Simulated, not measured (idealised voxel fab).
process module | voxel ribs on slabs
cross-section cut | 160 nm wide | cells 5 nm
A cross-section is a grid of square cells, given in bands from the top down. A band is one or more rows of cells.
Each band's line starts with the height of the band's top and of its bottom, in nm. Then come its materials from left to right, each with its width in nm. One material with "throughout" fills the band from edge to edge. "air" is empty space.
Height 0 is the level under which the wafer as received is all one material. The lowest band goes on downwards, as in "0 down".
A width such as "30 to 40" changes by the same amount from each row of cells to the next, from the band's top row to its bottom row.
"no change" after a step means that no cell of the cross-section changed.
closed voids: empty space of 8 cells or more with no open way to the top, each as width x height at its distance from the left edge, in nm
after a step's settings: what the simulator itself notes on the step
overlay nm, on a step with a mask: how far to the right of its planned place the mask lay; to the left if negative
plan
1 op RECEIVE | material Si
2 op DIRECTIONAL_DEP | material SiO2 | thk nm 20
3 op DIRECTIONAL_DEP | material polySi | thk nm 15
4 op PATTERN | tone cover | mask id RIB | material resist | width nm 20 | thk nm 15 | overlay nm 0
5 op DIRECTIONAL_ETCH | etch materials polySi | depth nm 5
6 op STRIP | etch materials resist
7 op PATTERN | tone cover | mask id SLAB | material resist | width nm 60 | thk nm 20 | overlay nm 0
8 op DIRECTIONAL_ETCH | etch materials polySi | depth nm 10
9 op STRIP | etch materials resist
10 op FILL_DEP | material SiO2 | thk nm 25
11 op CMP | height nm 50
12 op DIRECTIONAL_DEP | material TiN | thk nm 5
13 op PATTERN | tone cover | mask id HEATER | material resist | width nm 30 | thk nm 15 | overlay nm 0
14 op DIRECTIONAL_ETCH | etch materials TiN | depth nm 5
15 op STRIP | etch materials resist
16 op CONFORMAL_DEP | material SiO2 | thk nm 10
first wafer, as planned
as received, after step 1
  0 down: Si throughout
  closed voids: none
after step 2
  20 to 0: SiO2 throughout
  below 0: unchanged
after step 3
  35 to 20: polySi throughout
  below 20: unchanged
after step 4
  50 to 35: air 70 | resist 20 | air 70
  below 35: unchanged
after step 5
  50 to 35: air 70 | resist 20 | air 70
  35 to 30: air 70 | polySi 20 | air 70
  below 30: unchanged
after step 6
  35 to 30: air 70 | polySi 20 | air 70
  below 30: unchanged
after step 7
  55 to 35: air 50 | resist 60 | air 50
  35 to 30: air 50 | resist 20 | polySi 20 | resist 20 | air 50
  below 30: unchanged
after step 8
  55 to 35: air 50 | resist 60 | air 50
  35 to 30: air 50 | resist 20 | polySi 20 | resist 20 | air 50
  30 to 20: air 50 | polySi 60 | air 50
  below 20: unchanged
after step 9
  35 to 30: air 70 | polySi 20 | air 70
  below 30: unchanged
after step 10
  60 to 35: SiO2 throughout
  35 to 30: SiO2 70 | polySi 20 | SiO2 70
  30 to 20: SiO2 50 | polySi 60 | SiO2 50
  below 20: unchanged
after step 11
  50 to 35: SiO2 throughout
  below 35: unchanged
after step 12
  55 to 50: TiN throughout
  below 50: unchanged
after step 13
  70 to 55: air 65 | resist 30 | air 65
  below 55: unchanged
after step 14
  70 to 55: air 65 | resist 30 | air 65
  55 to 50: air 65 | TiN 30 | air 65
  below 50: unchanged
after step 15
  55 to 50: air 65 | TiN 30 | air 65
  below 50: unchanged
after step 16
  65 to 60: air 55 | SiO2 50 | air 55
  60 to 55: SiO2 throughout
  55 to 50: SiO2 65 | TiN 30 | SiO2 65
  below 50: unchanged
second wafer: like start, like plan, one mistake. Through step 10 it matches the first wafer
when step 11 should have ended
  40 to 35: SiO2 throughout
  below 35: unchanged
when step 12 should have ended
  45 to 40: TiN throughout
  below 40: unchanged
when step 13 should have ended
  60 to 45: air 65 | resist 30 | air 65
  below 45: unchanged
when step 14 should have ended
  60 to 45: air 65 | resist 30 | air 65
  45 to 40: air 65 | TiN 30 | air 65
  below 40: unchanged
when step 15 should have ended
  45 to 40: air 65 | TiN 30 | air 65
  below 40: unchanged
when step 16 should have ended
  55 to 50: air 55 | SiO2 50 | air 55
  50 to 45: SiO2 throughout
  45 to 40: SiO2 65 | TiN 30 | SiO2 65
  below 40: unchanged
what went wrong: step 11 ran as: op CMP | height nm 40
at the end the second wafer has, in cells: 64 fewer of SiO2
